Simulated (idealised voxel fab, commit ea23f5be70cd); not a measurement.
voxel self aligned vias: a process module
Cross-sectional view cut (width: 295 nm; square cell size: 5 nm).
A cross-section is written here as square cells arranged in a grid, and it is given in bands from the top down, each band taking up one or more rows of cells. The entry gives the band's vertical extent as a top height and a bottom height in nm, then its horizontal make-up as materials from left to right, each with a width in nm. "blank" stands for empty space; a single material marked "edge to edge" fills the band edge to edge. Height 0 is the level under which the wafer as received is all one material. The lowest band goes on downwards, as in "0 down". You'd read "30..40" like this: the band's top row of cells is as wide as the first number, its bottom row is as wide as the second, and going down, every row changes width by the same amount as the row before did. You'll sometimes find "no change" written for a step, and that's the way of saying that nowhere in the cross-section did a cell change during that step. In "Closed internal cavities" the enclosed voids are listed, meaning empty spaces of 8 cells or larger without any opening to the top. The form is width x height at distance, distance from the left edge, units nm. It should be noted that, on the line of a given step, the content following the step's settings is a remark produced by the simulator itself with respect to that step. "overlay nm" answers the question of how far to the right of plan the mask lay on a step that has a mask, and when it is negative the answer is to the left.
THE PROCESS STEPS THAT WERE PLANNED ARE LISTED BELOW
- 1: RECEIVE, material Si
- 2: CONFORMAL_DEP, material SiO2, thk nm 10
- 3: CONFORMAL_DEP, material SiCN, thk nm 5
- 4: DIRECTIONAL_DEP, material SiO2, thk nm 30
- 5: MASKED_ETCH, tone open, mask id LINES, width nm 25, pitch nm 65, etch materials SiO2, depth nm 30, overlay nm 0
- 6: CONFORMAL_DEP, material TiN, thk nm 5
- 7: FILL_DEP, material W, thk nm 10
- 8: CMP, height nm 45
- 9: SELECTIVE_ETCH, etch materials W Ru TiN, depth nm 10
- 10: FILL_DEP, material SiN, thk nm 5
- 11: CMP, height nm 45
- 12: DIRECTIONAL_DEP, material SiO2, thk nm 15
- 13: PATTERN, tone open, mask id VIAS, material resist, width nm 35, pitch nm 130, thk nm 15, overlay nm 0
- 14: DIRECTIONAL_ETCH, etch materials SiO2, depth nm 15
- 15: DIRECTIONAL_ETCH, etch materials SiN, depth nm 10
- 16: STRIP, etch materials resist
- 17: CONFORMAL_DEP, material TiN, thk nm 5
- 18: FILL_DEP, material Ru, thk nm 10
- 19: CMP, height nm 60
- 20: CONFORMAL_DEP, material SiCN, thk nm 5
FIRST OF TWO WAFERS, PROCESSED ACCORDING TO PLAN
STEP 1 COMPLETE: CROSS-SECTION OF THE WAFER AS RECEIVED
- 0 down: Si edge to edge
- Closed internal cavities: none
WAFER XSEC, POST STEP 2
- 10 to 0: SiO2 edge to edge
- Unchanged below 0.
WAFER XSEC, POST STEP 3
- 15 to 10: SiCN edge to edge
- Unchanged below 10.
WAFER XSEC, POST STEP 4
- 45 to 15: SiO2 edge to edge
- Unchanged below 15.
WAFER XSEC, POST STEP 5
- 45 to 15: 70 of SiO2 | 25 of blank | 40 of SiO2 | 25 of blank | 40 of SiO2 | 25 of blank | 70 of SiO2
- Unchanged below 15.
WAFER XSEC, POST STEP 6
- 50 to 45: 75 of TiN | 15 of blank | 50 of TiN | 15 of blank | 50 of TiN | 15 of blank | 75 of TiN
- 45 to 20: 70 of SiO2 | 5 of TiN | 15 of blank | 5 of TiN | 40 of SiO2 | 5 of TiN | 15 of blank | 5 of TiN | 40 of SiO2 | 5 of TiN | 15 of blank | 5 of TiN | 70 of SiO2
- 20 to 15: 70 of SiO2 | 25 of TiN | 40 of SiO2 | 25 of TiN | 40 of SiO2 | 25 of TiN | 70 of SiO2
- Unchanged below 15.
WAFER XSEC, POST STEP 7
- 60 to 50: W edge to edge
- 50 to 45: 75 of TiN | 15 of W | 50 of TiN | 15 of W | 50 of TiN | 15 of W | 75 of TiN
- 45 to 20: 70 of SiO2 | 5 of TiN | 15 of W | 5 of TiN | 40 of SiO2 | 5 of TiN | 15 of W | 5 of TiN | 40 of SiO2 | 5 of TiN | 15 of W | 5 of TiN | 70 of SiO2
- Unchanged below 20.
WAFER XSEC, POST STEP 8
- 45 to 20: 70 of SiO2 | 5 of TiN | 15 of W | 5 of TiN | 40 of SiO2 | 5 of TiN | 15 of W | 5 of TiN | 40 of SiO2 | 5 of TiN | 15 of W | 5 of TiN | 70 of SiO2
- Unchanged below 20.
WAFER XSEC, POST STEP 9
- 45 to 35: 70 of SiO2 | 25 of blank | 40 of SiO2 | 25 of blank | 40 of SiO2 | 25 of blank | 70 of SiO2
- Unchanged below 35.
WAFER XSEC, POST STEP 10
- 50 to 45: SiN edge to edge
- 45 to 35: 70 of SiO2 | 25 of SiN | 40 of SiO2 | 25 of SiN | 40 of SiO2 | 25 of SiN | 70 of SiO2
- Unchanged below 35.
WAFER XSEC, POST STEP 11
- 45 to 35: 70 of SiO2 | 25 of SiN | 40 of SiO2 | 25 of SiN | 40 of SiO2 | 25 of SiN | 70 of SiO2
- Unchanged below 35.
WAFER XSEC, POST STEP 12
- 60 to 45: SiO2 edge to edge
- Unchanged below 45.
WAFER XSEC, POST STEP 13
- 75 to 60: 65 of resist | 35 of blank | 95 of resist | 35 of blank | 65 of resist
- Unchanged below 60.
WAFER XSEC, POST STEP 14
- 75 to 60: 65 of resist | 35 of blank | 95 of resist | 35 of blank | 65 of resist
- 60 to 45: 65 of SiO2 | 35 of blank | 95 of SiO2 | 35 of blank | 65 of SiO2
- Unchanged below 45.
WAFER XSEC, POST STEP 15
- 75 to 60: 65 of resist | 35 of blank | 95 of resist | 35 of blank | 65 of resist
- 60 to 45: 65 of SiO2 | 35 of blank | 95 of SiO2 | 35 of blank | 65 of SiO2
- 45 to 35: 70 of SiO2 | 25 of blank | 40 of SiO2 | 25 of SiN | 40 of SiO2 | 25 of blank | 70 of SiO2
- Unchanged below 35.
WAFER XSEC, POST STEP 16
- 60 to 45: 65 of SiO2 | 35 of blank | 95 of SiO2 | 35 of blank | 65 of SiO2
- Unchanged below 45.
WAFER XSEC, POST STEP 17
- 65 to 60: 70 of TiN | 25 of blank | 105 of TiN | 25 of blank | 70 of TiN
- 60 to 50: 65 of SiO2 | 5 of TiN | 25 of blank | 5 of TiN | 95 of SiO2 | 5 of TiN | 25 of blank | 5 of TiN | 65 of SiO2
- 50 to 45: 65 of SiO2 | 10 of TiN | 15 of blank | 10 of TiN | 95 of SiO2 | 10 of TiN | 15 of blank | 10 of TiN | 65 of SiO2
- 45 to 40: 70 of SiO2 | 5 of TiN | 15 of blank | 5 of TiN | 40 of SiO2 | 25 of SiN | 40 of SiO2 | 5 of TiN | 15 of blank | 5 of TiN | 70 of SiO2
- 40 to 35: 70 of SiO2 | 25 of TiN | 40 of SiO2 | 25 of SiN | 40 of SiO2 | 25 of TiN | 70 of SiO2
- Unchanged below 35.
WAFER XSEC, POST STEP 18
- 75 to 65: Ru edge to edge
- 65 to 60: 70 of TiN | 25 of Ru | 105 of TiN | 25 of Ru | 70 of TiN
- 60 to 50: 65 of SiO2 | 5 of TiN | 25 of Ru | 5 of TiN | 95 of SiO2 | 5 of TiN | 25 of Ru | 5 of TiN | 65 of SiO2
- 50 to 45: 65 of SiO2 | 10 of TiN | 15 of Ru | 10 of TiN | 95 of SiO2 | 10 of TiN | 15 of Ru | 10 of TiN | 65 of SiO2
- 45 to 40: 70 of SiO2 | 5 of TiN | 15 of Ru | 5 of TiN | 40 of SiO2 | 25 of SiN | 40 of SiO2 | 5 of TiN | 15 of Ru | 5 of TiN | 70 of SiO2
- Unchanged below 40.
WAFER XSEC, POST STEP 19
- 60 to 50: 65 of SiO2 | 5 of TiN | 25 of Ru | 5 of TiN | 95 of SiO2 | 5 of TiN | 25 of Ru | 5 of TiN | 65 of SiO2
- Unchanged below 50.
WAFER XSEC, POST STEP 20
- 65 to 60: SiCN edge to edge
- Unchanged below 60.
IT IS TO BE NOTED THAT THE SECOND WAFER PROCEEDED FROM THE SAME INITIAL STATE AND ACCORDING TO THE SAME PLAN AS THE FIRST, ALTHOUGH ONE MISTAKE WAS COMMITTED IN ITS EXECUTION; THROUGH STEP 18, INCLUSIVE, THE TWO WAFERS SHARE AN IDENTICAL HISTORY
Cross-section: second wafer, time at which step 19 was scheduled to end: no change
CROSS-SECTION: SECOND WAFER, TIME AT WHICH STEP 20 WAS SCHEDULED TO END
- 80 to 75: SiCN edge to edge
- Unchanged below 75.
Here's what went sideways: step 19 in the plan did not get run; it was skipped
Final comparison by cell count, materials where the second wafer has more or fewer than the first: Ru +128 | TiN +49
